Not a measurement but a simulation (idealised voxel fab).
process module | voxel wiring stack
cross-section cut | 295 nm wide | cells 5 nm
A cross-section is a grid of square cells, given in bands from the top down. A band is one or more rows of cells.
Each band's line starts with the height of the band's top and of its bottom, in nm. Then come its materials from left to right, each with its width in nm. One material with "throughout" fills the band from edge to edge. "air" is empty space.
Height 0 is the level under which the wafer as received is all one material. The lowest band goes on downwards, as in "0 down".
A width such as "30 to 40" changes by the same amount from each row of cells to the next, from the band's top row to its bottom row.
"no change" after a step means that no cell of the cross-section changed.
closed voids: empty space of 8 cells or more with no open way to the top, each as width x height at its distance from the left edge, in nm
after a step's settings: what the simulator itself notes on the step
overlay nm, on a step with a mask: how far to the right of its planned place the mask lay; to the left if negative
plan
1 op RECEIVE | material Si
2 op CONFORMAL_DEP | material SiO2 | thk nm 10
3 op CONFORMAL_DEP | material SiCN | thk nm 5
4 op DIRECTIONAL_DEP | material lowk | thk nm 25
5 op PATTERN | tone open | mask id METAL_1 | material resist | width nm 25 | pitch nm 45 | thk nm 15 | overlay nm 0
6 op DIRECTIONAL_ETCH | etch materials lowk | depth nm 25
7 op DIRECTIONAL_ETCH | etch materials SiCN | depth nm 5
8 op STRIP | etch materials resist
9 op CONFORMAL_DEP | material TiN | thk nm 5
10 op FILL_DEP | material Cu | thk nm 5
11 op CMP | height nm 40
12 op CONFORMAL_DEP | material SiCN | thk nm 5
13 op DIRECTIONAL_DEP | material lowk | thk nm 15
14 op DIRECTIONAL_DEP | material aC | thk nm 15
15 op PATTERN | tone open | mask id PLUG_1 | material resist | width nm 15 | thk nm 35 | overlay nm 0
16 op DIRECTIONAL_ETCH | etch materials aC | depth nm 15
17 op STRIP | etch materials resist
18 op DIRECTIONAL_ETCH | etch materials lowk | depth nm 15
19 op DIRECTIONAL_ETCH | etch materials SiCN | depth nm 5
20 op STRIP | etch materials aC
21 op EPI | material Ru | thk nm 10
22 op EPI | material Ru | thk nm 10
23 op CONFORMAL_DEP | material SiCN | thk nm 5
24 op DIRECTIONAL_DEP | material lowk | thk nm 15
25 op PATTERN | tone open | mask id METAL_2 | material resist | width nm 25 | pitch nm 45 | thk nm 20 | overlay nm 0
26 op DIRECTIONAL_ETCH | etch materials lowk | depth nm 15
27 op DIRECTIONAL_ETCH | etch materials SiCN | depth nm 5
28 op STRIP | etch materials resist
29 op CONFORMAL_DEP | material TiN | thk nm 5
30 op FILL_DEP | material Ru | thk nm 5
31 op CMP | height nm 80
32 op CONFORMAL_DEP | material SiCN | thk nm 5
33 op DIRECTIONAL_DEP | material SiO2 | thk nm 20
34 op PATTERN | tone open | mask id PLUG_2 | material resist | width nm 15 | thk nm 20 | overlay nm 0
35 op DIRECTIONAL_ETCH | etch materials SiO2 | depth nm 20
36 op DIRECTIONAL_ETCH | etch materials SiCN | depth nm 5
37 op STRIP | etch materials resist
38 op CONFORMAL_DEP | material TiN | thk nm 5
39 op FILL_DEP | material Cu | thk nm 5
40 op CMP | height nm 105
41 op DIRECTIONAL_DEP | material TiN | thk nm 5
42 op DIRECTIONAL_DEP | material Ru | thk nm 25
43 op DIRECTIONAL_DEP | material aC | thk nm 10
44 op PATTERN | tone cover | mask id METAL_3 | material resist | width nm 25 | pitch nm 45 | thk nm 25 | overlay nm 0
45 op DIRECTIONAL_ETCH | etch materials aC | depth nm 10
46 op STRIP | etch materials resist
47 op DIRECTIONAL_ETCH | etch materials Ru | depth nm 25
48 op DIRECTIONAL_ETCH | etch materials TiN | depth nm 5
49 op STRIP | etch materials aC
50 op CONFORMAL_DEP | material SiN | thk nm 5
51 op FILL_DEP | material SiO2 | thk nm 5
52 op CMP | height nm 135
53 op CONFORMAL_DEP | material SiN | thk nm 5
as received, after step 1
  0 down: Si throughout
  closed voids: none
first wafer at the end, as planned
  140 to 135: SiN throughout
  135 to 110: SiO2 105 | SiN 5 | Ru 25 | SiN 5 | SiO2 10 | SiN 5 | Ru 25 | SiN 5 | SiO2 110
  110 to 105: SiN 110 | TiN 25 | SiN 20 | TiN 25 | SiN 115
  105 to 85: SiO2 110 | TiN 5 | Cu 5 | TiN 5 | SiO2 170
  85 to 80: SiCN 110 | TiN 15 | SiCN 170
  80 to 65: lowk 110 | TiN 5 | Ru 15 | TiN 5 | lowk 20 | TiN 5 | Ru 15 | TiN 5 | lowk 115
  65 to 60: SiCN 110 | TiN 25 | SiCN 20 | TiN 25 | SiCN 115
  60 to 45: lowk 110 | Ru 15 | lowk 170
  45 to 40: SiCN 110 | Ru 15 | SiCN 170
  40 to 15: lowk 110 | TiN 5 | Cu 15 | TiN 5 | lowk 20 | TiN 5 | Cu 15 | TiN 5 | lowk 115
  15 to 10: SiCN 110 | TiN 25 | SiCN 20 | TiN 25 | SiCN 115
  10 to 0: SiO2 throughout
  0 down: Si throughout
  closed voids: none
second wafer at the end: like start, like plan, one mistake
  140 to 135: SiN throughout
  135 to 110: SiO2 105 | SiN 5 | Ru 25 | SiN 5 | SiO2 10 | SiN 5 | Ru 25 | SiN 5 | SiO2 110
  110 to 105: SiN 110 | TiN 25 | SiN 20 | TiN 25 | SiN 115
  105 to 85: SiO2 110 | TiN 5 | Cu 5 | TiN 5 | SiO2 170
  85 to 80: SiCN 110 | TiN 15 | SiCN 170
  80 to 75: TiN 115 | Ru 15 | TiN 30 | Ru 15 | TiN 120
  75 to 65: lowk 110 | TiN 5 | Ru 15 | TiN 5 | lowk 20 | TiN 5 | Ru 15 | TiN 5 | lowk 115
  65 to 60: SiCN 110 | TiN 25 | SiCN 20 | TiN 25 | SiCN 115
  60 to 45: lowk 110 | Ru 15 | lowk 170
  45 to 40: SiCN 110 | Ru 15 | SiCN 170
  40 to 15: lowk 110 | TiN 5 | Cu 15 | TiN 5 | lowk 20 | TiN 5 | Cu 15 | TiN 5 | lowk 115
  15 to 10: SiCN 110 | TiN 25 | SiCN 20 | TiN 25 | SiCN 115
  10 to 0: SiO2 throughout
  0 down: Si throughout
  closed voids: none
what went wrong: step 24 ran as: op DIRECTIONAL_DEP | material lowk | thk nm 10
at the end the second wafer has, in cells: 49 more of TiN | 49 fewer of lowk
